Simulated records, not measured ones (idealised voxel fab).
Process module in this document: voxel wiring stack
Xsec cut, 250 nm wide, square cell size 5 nm.
Think of the cross-section as a grid of square cells. We describe it in bands, top to bottom, and each band covers one or more rows of those cells.
In this notation a band is specified by the heights of its top and bottom, in that order and in nm, after which its materials appear from left to right, each paired with its width in nm. The word "edge to edge" attached to a single material means that material fills the band from edge to edge; the word "air" stands for empty space.
We count height from 0. Below that, the starting wafer is all one material. The lowest band never ends at the bottom but goes on down; see "z 0 and below" for how that is written.
A width such as "30 to 40" changes by the same amount from each row of cells to the next, from the band's top row to its bottom row.
Take "same as before" at face value: in the step it is given for, the cross-section changed in none of its cells.
So "Enclosed void list" is basically the list of trapped voids: any empty space of 8 cells or more that can't reach the top through an opening. They're written width x height at distance, the distance being from the left edge, and it's all nm.
If you see something after the settings on a step's line, that's the simulator's own remark about that step.
The "overlay nm" setting may appear on a step's line; for a step that uses a mask, it gives how far to the right of its planned position the mask lay, and a negative value indicates the left.
**Planned step list for the process**
1) RECEIVE with material Si
2) CONFORMAL_DEP with material SiO2, thk nm 10
3) CONFORMAL_DEP with material SiN, thk nm 5
4) DIRECTIONAL_DEP with material lowk, thk nm 20
5) DIRECTIONAL_DEP with material aC, thk nm 15
6) PATTERN with tone open, mask id METAL_1, material resist, width nm 25, pitch nm 50, thk nm 30, overlay nm 0
7) DIRECTIONAL_ETCH with etch materials aC, depth nm 15
8) STRIP with etch materials resist
9) DIRECTIONAL_ETCH with etch materials lowk, depth nm 20
10) DIRECTIONAL_ETCH with etch materials SiN, depth nm 5
11) STRIP with etch materials aC
12) CONFORMAL_DEP with material TiN, thk nm 5
13) FILL_DEP with material Cu, thk nm 5
14) CMP with height nm 35
15) CONFORMAL_DEP with material SiCN, thk nm 5
16) DIRECTIONAL_DEP with material lowk, thk nm 25
17) DIRECTIONAL_DEP with material aC, thk nm 15
18) PATTERN with tone open, mask id METAL_2_HOLES, material resist, width nm 15, pitch nm 100, thk nm 35, overlay nm 0
19) DIRECTIONAL_ETCH with etch materials aC, depth nm 15
20) STRIP with etch materials resist
21) DIRECTIONAL_ETCH with etch materials lowk, depth nm 25
22) STRIP with etch materials aC
23) PATTERN with tone open, mask id METAL_2, material resist, width nm 25, pitch nm 50, thk nm 15, overlay nm 0
24) DIRECTIONAL_ETCH with etch materials lowk, depth nm 15
25) DIRECTIONAL_ETCH with etch materials SiCN, depth nm 5
26) STRIP with etch materials resist
27) CONFORMAL_DEP with material TiN, thk nm 5
28) FILL_DEP with material Ru, thk nm 5
29) CMP with height nm 65
30) CONFORMAL_DEP with material SiCN, thk nm 5
31) DIRECTIONAL_DEP with material lowk, thk nm 35
32) DIRECTIONAL_DEP with material aC, thk nm 15
33) PATTERN with tone open, mask id METAL_3, material resist, width nm 25, pitch nm 50, thk nm 30, overlay nm 0
34) DIRECTIONAL_ETCH with etch materials aC, depth nm 15
35) STRIP with etch materials resist
36) DIRECTIONAL_ETCH with etch materials lowk, depth nm 20
37) STRIP with etch materials aC
38) MASKED_ETCH with tone open, mask id METAL_3_HOLES, width nm 15, pitch nm 100, etch materials lowk, depth nm 15, overlay nm 0
39) MASKED_ETCH with tone open, mask id METAL_3_HOLES, width nm 15, pitch nm 100, etch materials SiCN, depth nm 5, overlay nm 0
40) CONFORMAL_DEP with material TiN, thk nm 5
41) FILL_DEP with material Cu, thk nm 10
42) CMP with height nm 105
43) CONFORMAL_DEP with material SiCN, thk nm 5
44) DIRECTIONAL_DEP with material SiO2, thk nm 35
45) PATTERN with tone open, mask id METAL_4, material resist, width nm 25, pitch nm 50, thk nm 20, overlay nm 0
46) DIRECTIONAL_ETCH with etch materials SiO2, depth nm 20
47) STRIP with etch materials resist
48) MASKED_ETCH with tone open, mask id METAL_4_HOLES, width nm 15, pitch nm 50, etch materials SiO2, depth nm 15, overlay nm 0
49) MASKED_ETCH with tone open, mask id METAL_4_HOLES, width nm 15, pitch nm 50, etch materials SiCN, depth nm 5, overlay nm 0
50) CONFORMAL_DEP with material TiN, thk nm 5
51) FILL_DEP with material Cu, thk nm 10
52) CMP with height nm 145
53) CONFORMAL_DEP with material SiCN, thk nm 5
**Wafer, first of two, run as planned**
**Cross-sectional view of the wafer in its as-received condition, corresponding to the state after step 1**
  z 0 and below: Si edge to edge
  Enclosed void list: none
**Sectional view: wafer, after step 2**
  z 10 to 0: SiO2 edge to edge
  Anything lower than 0 is untouched.
**Sectional view: wafer, after step 3**
  z 15 to 10: SiN edge to edge
  Anything lower than 10 is untouched.
**Sectional view: wafer, after step 4**
  z 35 to 15: lowk edge to edge
  Anything lower than 15 is untouched.
**Sectional view: wafer, after step 5**
  z 50 to 35: aC edge to edge
  Anything lower than 35 is untouched.
**Sectional view: wafer, after step 6**
  z 80 to 50: 35 of resist; 25 of air; 25 of resist; 25 of air; 25 of resist; 25 of air; 25 of resist; 25 of air; 40 of resist
  Anything lower than 50 is untouched.
**Sectional view: wafer, after step 7**
  z 65 to 50: 35 of resist; 25 of air; 25 of resist; 25 of air; 25 of resist; 25 of air; 25 of resist; 25 of air; 40 of resist
  z 50 to 35: 35 of aC; 25 of air; 25 of aC; 25 of air; 25 of aC; 25 of air; 25 of aC; 25 of air; 40 of aC
  Anything lower than 35 is untouched.
**Sectional view: wafer, after step 8**
  z 50 to 35: 35 of aC; 25 of air; 25 of aC; 25 of air; 25 of aC; 25 of air; 25 of aC; 25 of air; 40 of aC
  Anything lower than 35 is untouched.
**Sectional view: wafer, after step 9**
  z 50 to 35: 35 of aC; 25 of air; 25 of aC; 25 of air; 25 of aC; 25 of air; 25 of aC; 25 of air; 40 of aC
  z 35 to 15: 35 of lowk; 25 of air; 25 of lowk; 25 of air; 25 of lowk; 25 of air; 25 of lowk; 25 of air; 40 of lowk
  Anything lower than 15 is untouched.
**Sectional view: wafer, after step 10**
  z 50 to 35: 35 of aC; 25 of air; 25 of aC; 25 of air; 25 of aC; 25 of air; 25 of aC; 25 of air; 40 of aC
  z 35 to 15: 35 of lowk; 25 of air; 25 of lowk; 25 of air; 25 of lowk; 25 of air; 25 of lowk; 25 of air; 40 of lowk
  z 15 to 10: 35 of SiN; 25 of air; 25 of SiN; 25 of air; 25 of SiN; 25 of air; 25 of SiN; 25 of air; 40 of SiN
  Anything lower than 10 is untouched.
**Sectional view: wafer, after step 11**
  z 35 to 15: 35 of lowk; 25 of air; 25 of lowk; 25 of air; 25 of lowk; 25 of air; 25 of lowk; 25 of air; 40 of lowk
  Anything lower than 15 is untouched.
**Sectional view: wafer, after step 12**
  z 40 to 35: 40 of TiN; 15 of air; 35 of TiN; 15 of air; 35 of TiN; 15 of air; 35 of TiN; 15 of air; 45 of TiN
  z 35 to 15: 35 of lowk; 5 of TiN; 15 of air; 5 of TiN; 25 of lowk; 5 of TiN; 15 of air; 5 of TiN; 25 of lowk; 5 of TiN; 15 of air; 5 of TiN; 25 of lowk; 5 of TiN; 15 of air; 5 of TiN; 40 of lowk
  z 15 to 10: 35 of SiN; 25 of TiN; 25 of SiN; 25 of TiN; 25 of SiN; 25 of TiN; 25 of SiN; 25 of TiN; 40 of SiN
  Anything lower than 10 is untouched.
**Sectional view: wafer, after step 13**
  z 45 to 40: Cu edge to edge
  z 40 to 35: 40 of TiN; 15 of Cu; 35 of TiN; 15 of Cu; 35 of TiN; 15 of Cu; 35 of TiN; 15 of Cu; 45 of TiN
  z 35 to 15: 35 of lowk; 5 of TiN; 15 of Cu; 5 of TiN; 25 of lowk; 5 of TiN; 15 of Cu; 5 of TiN; 25 of lowk; 5 of TiN; 15 of Cu; 5 of TiN; 25 of lowk; 5 of TiN; 15 of Cu; 5 of TiN; 40 of lowk
  Anything lower than 15 is untouched.
**Sectional view: wafer, after step 14**
  z 35 to 15: 35 of lowk; 5 of TiN; 15 of Cu; 5 of TiN; 25 of lowk; 5 of TiN; 15 of Cu; 5 of TiN; 25 of lowk; 5 of TiN; 15 of Cu; 5 of TiN; 25 of lowk; 5 of TiN; 15 of Cu; 5 of TiN; 40 of lowk
  Anything lower than 15 is untouched.
**Sectional view: wafer, after step 15**
  z 40 to 35: SiCN edge to edge
  Anything lower than 35 is untouched.
**Sectional view: wafer, after step 16**
  z 65 to 40: lowk edge to edge
  Anything lower than 40 is untouched.
**Sectional view: wafer, after step 17**
  z 80 to 65: aC edge to edge
  Anything lower than 65 is untouched.
**Sectional view: wafer, after step 18**
  z 115 to 80: 35 of resist; 15 of air; 85 of resist; 15 of air; 100 of resist
  Anything lower than 80 is untouched.
**Sectional view: wafer, after step 19**
  z 100 to 80: 35 of resist; 15 of air; 85 of resist; 15 of air; 100 of resist
  z 80 to 65: 35 of aC; 15 of air; 85 of aC; 15 of air; 100 of aC
  Anything lower than 65 is untouched.
**Sectional view: wafer, after step 20**
  z 80 to 65: 35 of aC; 15 of air; 85 of aC; 15 of air; 100 of aC
  Anything lower than 65 is untouched.
**Sectional view: wafer, after step 21**
  z 80 to 65: 35 of aC; 15 of air; 85 of aC; 15 of air; 100 of aC
  z 65 to 40: 35 of lowk; 15 of air; 85 of lowk; 15 of air; 100 of lowk
  Anything lower than 40 is untouched.
**Sectional view: wafer, after step 22**
  z 65 to 40: 35 of lowk; 15 of air; 85 of lowk; 15 of air; 100 of lowk
  Anything lower than 40 is untouched.
**Sectional view: wafer, after step 23**
  z 80 to 65: 35 of resist; 25 of air; 25 of resist; 25 of air; 25 of resist; 25 of air; 25 of resist; 25 of air; 40 of resist
  Anything lower than 65 is untouched.
**Sectional view: wafer, after step 24**
  z 80 to 65: 35 of resist; 25 of air; 25 of resist; 25 of air; 25 of resist; 25 of air; 25 of resist; 25 of air; 40 of resist
  z 65 to 50: 35 of lowk; 25 of air; 25 of lowk; 25 of air; 25 of lowk; 25 of air; 25 of lowk; 25 of air; 40 of lowk
  Anything lower than 50 is untouched.
**Sectional view: wafer, after step 25**
  z 80 to 65: 35 of resist; 25 of air; 25 of resist; 25 of air; 25 of resist; 25 of air; 25 of resist; 25 of air; 40 of resist
  z 65 to 50: 35 of lowk; 25 of air; 25 of lowk; 25 of air; 25 of lowk; 25 of air; 25 of lowk; 25 of air; 40 of lowk
  z 50 to 40: 35 of lowk; 15 of air; 85 of lowk; 15 of air; 100 of lowk
  z 40 to 35: 35 of SiCN; 15 of air; 85 of SiCN; 15 of air; 100 of SiCN
  Anything lower than 35 is untouched.
**Sectional view: wafer, after step 26**
  z 65 to 50: 35 of lowk; 25 of air; 25 of lowk; 25 of air; 25 of lowk; 25 of air; 25 of lowk; 25 of air; 40 of lowk
  Anything lower than 50 is untouched.
**Sectional view: wafer, after step 27**
  z 70 to 65: 40 of TiN; 15 of air; 35 of TiN; 15 of air; 35 of TiN; 15 of air; 35 of TiN; 15 of air; 45 of TiN
  z 65 to 55: 35 of lowk; 5 of TiN; 15 of air; 5 of TiN; 25 of lowk; 5 of TiN; 15 of air; 5 of TiN; 25 of lowk; 5 of TiN; 15 of air; 5 of TiN; 25 of lowk; 5 of TiN; 15 of air; 5 of TiN; 40 of lowk
  z 55 to 50: 35 of lowk; 5 of TiN; 5 of air; 15 of TiN; 25 of lowk; 25 of TiN; 25 of lowk; 5 of TiN; 5 of air; 15 of TiN; 25 of lowk; 25 of TiN; 40 of lowk
  z 50 to 40: 35 of lowk; 5 of TiN; 5 of air; 5 of TiN; 85 of lowk; 5 of TiN; 5 of air; 5 of TiN; 100 of lowk
  z 40 to 35: 35 of SiCN; 15 of TiN; 85 of SiCN; 15 of TiN; 100 of SiCN
  Anything lower than 35 is untouched.
**Sectional view: wafer, after step 28**
  z 75 to 70: Ru edge to edge
  z 70 to 65: 40 of TiN; 15 of Ru; 35 of TiN; 15 of Ru; 35 of TiN; 15 of Ru; 35 of TiN; 15 of Ru; 45 of TiN
  z 65 to 55: 35 of lowk; 5 of TiN; 15 of Ru; 5 of TiN; 25 of lowk; 5 of TiN; 15 of Ru; 5 of TiN; 25 of lowk; 5 of TiN; 15 of Ru; 5 of TiN; 25 of lowk; 5 of TiN; 15 of Ru; 5 of TiN; 40 of lowk
  z 55 to 50: 35 of lowk; 5 of TiN; 5 of Ru; 15 of TiN; 25 of lowk; 25 of TiN; 25 of lowk; 5 of TiN; 5 of Ru; 15 of TiN; 25 of lowk; 25 of TiN; 40 of lowk
  z 50 to 40: 35 of lowk; 5 of TiN; 5 of Ru; 5 of TiN; 85 of lowk; 5 of TiN; 5 of Ru; 5 of TiN; 100 of lowk
  Anything lower than 40 is untouched.
**Sectional view: wafer, after step 29**
  z 65 to 55: 35 of lowk; 5 of TiN; 15 of Ru; 5 of TiN; 25 of lowk; 5 of TiN; 15 of Ru; 5 of TiN; 25 of lowk; 5 of TiN; 15 of Ru; 5 of TiN; 25 of lowk; 5 of TiN; 15 of Ru; 5 of TiN; 40 of lowk
  Anything lower than 55 is untouched.
**Sectional view: wafer, after step 30**
  z 70 to 65: SiCN edge to edge
  Anything lower than 65 is untouched.
**Sectional view: wafer, after step 31**
  z 105 to 70: lowk edge to edge
  Anything lower than 70 is untouched.
**Sectional view: wafer, after step 32**
  z 120 to 105: aC edge to edge
  Anything lower than 105 is untouched.
**Sectional view: wafer, after step 33**
  z 150 to 120: 35 of resist; 25 of air; 25 of resist; 25 of air; 25 of resist; 25 of air; 25 of resist; 25 of air; 40 of resist
  Anything lower than 120 is untouched.
**Sectional view: wafer, after step 34**
  z 135 to 120: 35 of resist; 25 of air; 25 of resist; 25 of air; 25 of resist; 25 of air; 25 of resist; 25 of air; 40 of resist
  z 120 to 105: 35 of aC; 25 of air; 25 of aC; 25 of air; 25 of aC; 25 of air; 25 of aC; 25 of air; 40 of aC
  Anything lower than 105 is untouched.
**Sectional view: wafer, after step 35**
  z 120 to 105: 35 of aC; 25 of air; 25 of aC; 25 of air; 25 of aC; 25 of air; 25 of aC; 25 of air; 40 of aC
  Anything lower than 105 is untouched.
**Sectional view: wafer, after step 36**
  z 120 to 105: 35 of aC; 25 of air; 25 of aC; 25 of air; 25 of aC; 25 of air; 25 of aC; 25 of air; 40 of aC
  z 105 to 85: 35 of lowk; 25 of air; 25 of lowk; 25 of air; 25 of lowk; 25 of air; 25 of lowk; 25 of air; 40 of lowk
  Anything lower than 85 is untouched.
**Sectional view: wafer, after step 37**
  z 105 to 85: 35 of lowk; 25 of air; 25 of lowk; 25 of air; 25 of lowk; 25 of air; 25 of lowk; 25 of air; 40 of lowk
  Anything lower than 85 is untouched.
**Sectional view: wafer, after step 38**
  z 105 to 85: 35 of lowk; 25 of air; 25 of lowk; 25 of air; 25 of lowk; 25 of air; 25 of lowk; 25 of air; 40 of lowk
  z 85 to 70: 35 of lowk; 15 of air; 85 of lowk; 15 of air; 100 of lowk
  Anything lower than 70 is untouched.
**Sectional view: wafer, after step 39**
  z 105 to 85: 35 of lowk; 25 of air; 25 of lowk; 25 of air; 25 of lowk; 25 of air; 25 of lowk; 25 of air; 40 of lowk
  z 85 to 70: 35 of lowk; 15 of air; 85 of lowk; 15 of air; 100 of lowk
  z 70 to 65: 35 of SiCN; 15 of air; 85 of SiCN; 15 of air; 100 of SiCN
  Anything lower than 65 is untouched.
**Sectional view: wafer, after step 40**
  z 110 to 105: 40 of TiN; 15 of air; 35 of TiN; 15 of air; 35 of TiN; 15 of air; 35 of TiN; 15 of air; 45 of TiN
  z 105 to 90: 35 of lowk; 5 of TiN; 15 of air; 5 of TiN; 25 of lowk; 5 of TiN; 15 of air; 5 of TiN; 25 of lowk; 5 of TiN; 15 of air; 5 of TiN; 25 of lowk; 5 of TiN; 15 of air; 5 of TiN; 40 of lowk
  z 90 to 85: 35 of lowk; 5 of TiN; 5 of air; 15 of TiN; 25 of lowk; 25 of TiN; 25 of lowk; 5 of TiN; 5 of air; 15 of TiN; 25 of lowk; 25 of TiN; 40 of lowk
  z 85 to 70: 35 of lowk; 5 of TiN; 5 of air; 5 of TiN; 85 of lowk; 5 of TiN; 5 of air; 5 of TiN; 100 of lowk
  z 70 to 65: 35 of SiCN; 15 of TiN; 85 of SiCN; 15 of TiN; 100 of SiCN
  Anything lower than 65 is untouched.
**Sectional view: wafer, after step 41**
  z 120 to 110: Cu edge to edge
  z 110 to 105: 40 of TiN; 15 of Cu; 35 of TiN; 15 of Cu; 35 of TiN; 15 of Cu; 35 of TiN; 15 of Cu; 45 of TiN
  z 105 to 90: 35 of lowk; 5 of TiN; 15 of Cu; 5 of TiN; 25 of lowk; 5 of TiN; 15 of Cu; 5 of TiN; 25 of lowk; 5 of TiN; 15 of Cu; 5 of TiN; 25 of lowk; 5 of TiN; 15 of Cu; 5 of TiN; 40 of lowk
  z 90 to 85: 35 of lowk; 5 of TiN; 5 of Cu; 15 of TiN; 25 of lowk; 25 of TiN; 25 of lowk; 5 of TiN; 5 of Cu; 15 of TiN; 25 of lowk; 25 of TiN; 40 of lowk
  z 85 to 70: 35 of lowk; 5 of TiN; 5 of Cu; 5 of TiN; 85 of lowk; 5 of TiN; 5 of Cu; 5 of TiN; 100 of lowk
  Anything lower than 70 is untouched.
**Sectional view: wafer, after step 42**
  z 105 to 90: 35 of lowk; 5 of TiN; 15 of Cu; 5 of TiN; 25 of lowk; 5 of TiN; 15 of Cu; 5 of TiN; 25 of lowk; 5 of TiN; 15 of Cu; 5 of TiN; 25 of lowk; 5 of TiN; 15 of Cu; 5 of TiN; 40 of lowk
  Anything lower than 90 is untouched.
**Sectional view: wafer, after step 43**
  z 110 to 105: SiCN edge to edge
  Anything lower than 105 is untouched.
**Sectional view: wafer, after step 44**
  z 145 to 110: SiO2 edge to edge
  Anything lower than 110 is untouched.
**Sectional view: wafer, after step 45**
  z 165 to 145: 35 of resist; 25 of air; 25 of resist; 25 of air; 25 of resist; 25 of air; 25 of resist; 25 of air; 40 of resist
  Anything lower than 145 is untouched.
**Sectional view: wafer, after step 46**
  z 165 to 145: 35 of resist; 25 of air; 25 of resist; 25 of air; 25 of resist; 25 of air; 25 of resist; 25 of air; 40 of resist
  z 145 to 125: 35 of SiO2; 25 of air; 25 of SiO2; 25 of air; 25 of SiO2; 25 of air; 25 of SiO2; 25 of air; 40 of SiO2
  Anything lower than 125 is untouched.
**Sectional view: wafer, after step 47**
  z 145 to 125: 35 of SiO2; 25 of air; 25 of SiO2; 25 of air; 25 of SiO2; 25 of air; 25 of SiO2; 25 of air; 40 of SiO2
  Anything lower than 125 is untouched.
**Sectional view: wafer, after step 48**
  z 145 to 125: 35 of SiO2; 25 of air; 25 of SiO2; 25 of air; 25 of SiO2; 25 of air; 25 of SiO2; 25 of air; 40 of SiO2
  z 125 to 110: 35 of SiO2; 15 of air; 35 of SiO2; 15 of air; 35 of SiO2; 15 of air; 35 of SiO2; 15 of air; 50 of SiO2
  Anything lower than 110 is untouched.
**Sectional view: wafer, after step 49**
  z 145 to 125: 35 of SiO2; 25 of air; 25 of SiO2; 25 of air; 25 of SiO2; 25 of air; 25 of SiO2; 25 of air; 40 of SiO2
  z 125 to 110: 35 of SiO2; 15 of air; 35 of SiO2; 15 of air; 35 of SiO2; 15 of air; 35 of SiO2; 15 of air; 50 of SiO2
  z 110 to 105: 35 of SiCN; 15 of air; 35 of SiCN; 15 of air; 35 of SiCN; 15 of air; 35 of SiCN; 15 of air; 50 of SiCN
  Anything lower than 105 is untouched.
**Sectional view: wafer, after step 50**
  z 150 to 145: 40 of TiN; 15 of air; 35 of TiN; 15 of air; 35 of TiN; 15 of air; 35 of TiN; 15 of air; 45 of TiN
  z 145 to 130: 35 of SiO2; 5 of TiN; 15 of air; 5 of TiN; 25 of SiO2; 5 of TiN; 15 of air; 5 of TiN; 25 of SiO2; 5 of TiN; 15 of air; 5 of TiN; 25 of SiO2; 5 of TiN; 15 of air; 5 of TiN; 40 of SiO2
  z 130 to 125: 35 of SiO2; 5 of TiN; 5 of air; 15 of TiN; 25 of SiO2; 5 of TiN; 5 of air; 15 of TiN; 25 of SiO2; 5 of TiN; 5 of air; 15 of TiN; 25 of SiO2; 5 of TiN; 5 of air; 15 of TiN; 40 of SiO2
  z 125 to 110: 35 of SiO2; 5 of TiN; 5 of air; 5 of TiN; 35 of SiO2; 5 of TiN; 5 of air; 5 of TiN; 35 of SiO2; 5 of TiN; 5 of air; 5 of TiN; 35 of SiO2; 5 of TiN; 5 of air; 5 of TiN; 50 of SiO2
  z 110 to 105: 35 of SiCN; 15 of TiN; 35 of SiCN; 15 of TiN; 35 of SiCN; 15 of TiN; 35 of SiCN; 15 of TiN; 50 of SiCN
  Anything lower than 105 is untouched.
**Sectional view: wafer, after step 51**
  z 160 to 150: Cu edge to edge
  z 150 to 145: 40 of TiN; 15 of Cu; 35 of TiN; 15 of Cu; 35 of TiN; 15 of Cu; 35 of TiN; 15 of Cu; 45 of TiN
  z 145 to 130: 35 of SiO2; 5 of TiN; 15 of Cu; 5 of TiN; 25 of SiO2; 5 of TiN; 15 of Cu; 5 of TiN; 25 of SiO2; 5 of TiN; 15 of Cu; 5 of TiN; 25 of SiO2; 5 of TiN; 15 of Cu; 5 of TiN; 40 of SiO2
  z 130 to 125: 35 of SiO2; 5 of TiN; 5 of Cu; 15 of TiN; 25 of SiO2; 5 of TiN; 5 of Cu; 15 of TiN; 25 of SiO2; 5 of TiN; 5 of Cu; 15 of TiN; 25 of SiO2; 5 of TiN; 5 of Cu; 15 of TiN; 40 of SiO2
  z 125 to 110: 35 of SiO2; 5 of TiN; 5 of Cu; 5 of TiN; 35 of SiO2; 5 of TiN; 5 of Cu; 5 of TiN; 35 of SiO2; 5 of TiN; 5 of Cu; 5 of TiN; 35 of SiO2; 5 of TiN; 5 of Cu; 5 of TiN; 50 of SiO2
  Anything lower than 110 is untouched.
**Sectional view: wafer, after step 52**
  z 145 to 130: 35 of SiO2; 5 of TiN; 15 of Cu; 5 of TiN; 25 of SiO2; 5 of TiN; 15 of Cu; 5 of TiN; 25 of SiO2; 5 of TiN; 15 of Cu; 5 of TiN; 25 of SiO2; 5 of TiN; 15 of Cu; 5 of TiN; 40 of SiO2
  Anything lower than 130 is untouched.
**Sectional view: wafer, after step 53**
  z 150 to 145: SiCN edge to edge
  Anything lower than 145 is untouched.
**Wafer two. Identical start, identical plan. One mistake in execution. Identical history through step 48**
**Planned end of step 49: second wafer, cross-section**
  z 145 to 125: 35 of SiO2; 25 of air; 25 of SiO2; 25 of air; 25 of SiO2; 25 of air; 25 of SiO2; 25 of air; 40 of SiO2
  z 125 to 110: 35 of SiO2; 15 of air; 35 of SiO2; 15 of air; 35 of SiO2; 15 of air; 35 of SiO2; 15 of air; 50 of SiO2
  z 110 to 105: 40 of SiCN; 10 of air; 40 of SiCN; 10 of air; 40 of SiCN; 10 of air; 40 of SiCN; 10 of air; 50 of SiCN
  Anything lower than 105 is untouched.
**Planned end of step 50: second wafer, cross-section**
  z 150 to 145: 40 of TiN; 15 of air; 35 of TiN; 15 of air; 35 of TiN; 15 of air; 35 of TiN; 15 of air; 45 of TiN
  z 145 to 130: 35 of SiO2; 5 of TiN; 15 of air; 5 of TiN; 25 of SiO2; 5 of TiN; 15 of air; 5 of TiN; 25 of SiO2; 5 of TiN; 15 of air; 5 of TiN; 25 of SiO2; 5 of TiN; 15 of air; 5 of TiN; 40 of SiO2
  z 130 to 125: 35 of SiO2; 5 of TiN; 5 of air; 15 of TiN; 25 of SiO2; 5 of TiN; 5 of air; 15 of TiN; 25 of SiO2; 5 of TiN; 5 of air; 15 of TiN; 25 of SiO2; 5 of TiN; 5 of air; 15 of TiN; 40 of SiO2
  z 125 to 115: 35 of SiO2; 5 of TiN; 5 of air; 5 of TiN; 35 of SiO2; 5 of TiN; 5 of air; 5 of TiN; 35 of SiO2; 5 of TiN; 5 of air; 5 of TiN; 35 of SiO2; 5 of TiN; 5 of air; 5 of TiN; 50 of SiO2
  z 115 to 110: 35 of SiO2; 15 of TiN; 35 of SiO2; 15 of TiN; 35 of SiO2; 15 of TiN; 35 of SiO2; 15 of TiN; 50 of SiO2
  z 110 to 105: 40 of SiCN; 10 of TiN; 40 of SiCN; 10 of TiN; 40 of SiCN; 10 of TiN; 40 of SiCN; 10 of TiN; 50 of SiCN
  Anything lower than 105 is untouched.
**Planned end of step 51: second wafer, cross-section**
  z 160 to 150: Cu edge to edge
  z 150 to 145: 40 of TiN; 15 of Cu; 35 of TiN; 15 of Cu; 35 of TiN; 15 of Cu; 35 of TiN; 15 of Cu; 45 of TiN
  z 145 to 130: 35 of SiO2; 5 of TiN; 15 of Cu; 5 of TiN; 25 of SiO2; 5 of TiN; 15 of Cu; 5 of TiN; 25 of SiO2; 5 of TiN; 15 of Cu; 5 of TiN; 25 of SiO2; 5 of TiN; 15 of Cu; 5 of TiN; 40 of SiO2
  z 130 to 125: 35 of SiO2; 5 of TiN; 5 of Cu; 15 of TiN; 25 of SiO2; 5 of TiN; 5 of Cu; 15 of TiN; 25 of SiO2; 5 of TiN; 5 of Cu; 15 of TiN; 25 of SiO2; 5 of TiN; 5 of Cu; 15 of TiN; 40 of SiO2
  z 125 to 115: 35 of SiO2; 5 of TiN; 5 of Cu; 5 of TiN; 35 of SiO2; 5 of TiN; 5 of Cu; 5 of TiN; 35 of SiO2; 5 of TiN; 5 of Cu; 5 of TiN; 35 of SiO2; 5 of TiN; 5 of Cu; 5 of TiN; 50 of SiO2
  Anything lower than 115 is untouched.
**Planned end of step 52: second wafer, cross-section**
  z 145 to 130: 35 of SiO2; 5 of TiN; 15 of Cu; 5 of TiN; 25 of SiO2; 5 of TiN; 15 of Cu; 5 of TiN; 25 of SiO2; 5 of TiN; 15 of Cu; 5 of TiN; 25 of SiO2; 5 of TiN; 15 of Cu; 5 of TiN; 40 of SiO2
  Anything lower than 130 is untouched.
**Planned end of step 53: second wafer, cross-section**
  z 150 to 145: SiCN edge to edge
  Anything lower than 145 is untouched.
What was done differently from what was planned? step 49 was run on a setting that differed from the plan, and what really ran there is MASKED_ETCH with tone open, mask id METAL_4_HOLES, width nm 15, pitch nm 50, etch materials SiCN, depth nm 5, overlay nm 5
Wafer comparison, final, in cells, second relative to first, materials more or fewer: Cu -4, SiCN +4
